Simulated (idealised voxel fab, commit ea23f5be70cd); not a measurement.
process module | voxel wiring stack
cross-section cut | 215 nm wide | cells 5 nm
A cross-section is a grid of square cells, given in bands from the top down. A band is one or more rows of cells.
Each band's line starts with the height of the band's top and of its bottom, in nm. Then come its materials from left to right, each with its width in nm. One material with "throughout" fills the band from edge to edge. "air" is empty space.
Height 0 is the level under which the wafer as received is all one material. The lowest band goes on downwards, as in "0 down".
A width such as "30 to 40" changes by the same amount from each row of cells to the next, from the band's top row to its bottom row.
"no change" after a step means that no cell of the cross-section changed.
closed voids: empty space of 8 cells or more with no open way to the top, each as width x height at its distance from the left edge, in nm
after a step's settings: what the simulator itself notes on the step
overlay nm, on a step with a mask: how far to the right of its planned place the mask lay; to the left if negative
plan
1 op RECEIVE | material Si
2 op CONFORMAL_DEP | material SiO2 | thk nm 15
3 op DIRECTIONAL_DEP | material TiN | thk nm 5
4 op DIRECTIONAL_DEP | material W | thk nm 25
5 op PATTERN | tone cover | mask id METAL_1 | material resist | width nm 25 | pitch nm 40 | thk nm 15 | overlay nm 0
6 op DIRECTIONAL_ETCH | etch materials W | depth nm 25
7 op DIRECTIONAL_ETCH | etch materials TiN | depth nm 5
8 op STRIP | etch materials resist
9 op FILL_DEP | material lowk | thk nm 10
10 op CMP | height nm 45
11 op CONFORMAL_DEP | material SiCN | thk nm 5
12 op DIRECTIONAL_DEP | material SiO2 | thk nm 30
13 op DIRECTIONAL_DEP | material aC | thk nm 10
14 op PATTERN | tone open | mask id METAL_2 | material resist | width nm 25 | pitch nm 40 | thk nm 25 | overlay nm 0
15 op DIRECTIONAL_ETCH | etch materials aC | depth nm 10
16 op STRIP | etch materials resist
17 op DIRECTIONAL_ETCH | etch materials SiO2 | depth nm 15
18 op STRIP | etch materials aC
19 op MASKED_ETCH | tone open | mask id METAL_2_HOLES | width nm 15 | pitch nm 40 | etch materials SiO2 | depth nm 15 | overlay nm 0
20 op MASKED_ETCH | tone open | mask id METAL_2_HOLES | width nm 15 | pitch nm 40 | etch materials SiCN | depth nm 5 | overlay nm 0
21 op CONFORMAL_DEP | material TiN | thk nm 5
22 op FILL_DEP | material Cu | thk nm 10
23 op CMP | height nm 80
24 op CONFORMAL_DEP | material SiN | thk nm 5
as received, after step 1
  0 down: Si throughout
  closed voids: none
a wafer at the end: this start, this plan, one mistake
  85 to 80: SiN throughout
  80 to 55: SiO2 35 | TiN 5 | Cu 15 | TiN 5 | SiO2 15 | TiN 5 | Cu 15 | TiN 5 | SiO2 15 | TiN 5 | Cu 15 | TiN 5 | SiO2 15 | TiN 5 | Cu 15 | TiN 5 | SiO2 35
  55 to 50: SiO2 35 | TiN 5 | Cu 5 | TiN 15 | SiO2 15 | TiN 5 | Cu 5 | TiN 15 | SiO2 15 | TiN 5 | Cu 5 | TiN 15 | SiO2 15 | TiN 5 | Cu 5 | TiN 15 | SiO2 35
  50 to 45: SiCN 35 | TiN 15 | SiCN 25 | TiN 15 | SiCN 25 | TiN 15 | SiCN 25 | TiN 15 | SiCN 45
  45 to 20: lowk 35 | W 25 | lowk 15 | W 25 | lowk 15 | W 25 | lowk 15 | W 25 | lowk 35
  20 to 15: lowk 35 | TiN 25 | lowk 15 | TiN 25 | lowk 15 | TiN 25 | lowk 15 | TiN 25 | lowk 35
  15 to 0: SiO2 throughout
  0 down: Si throughout
  closed voids: none
what went wrong: step 17 was run twice
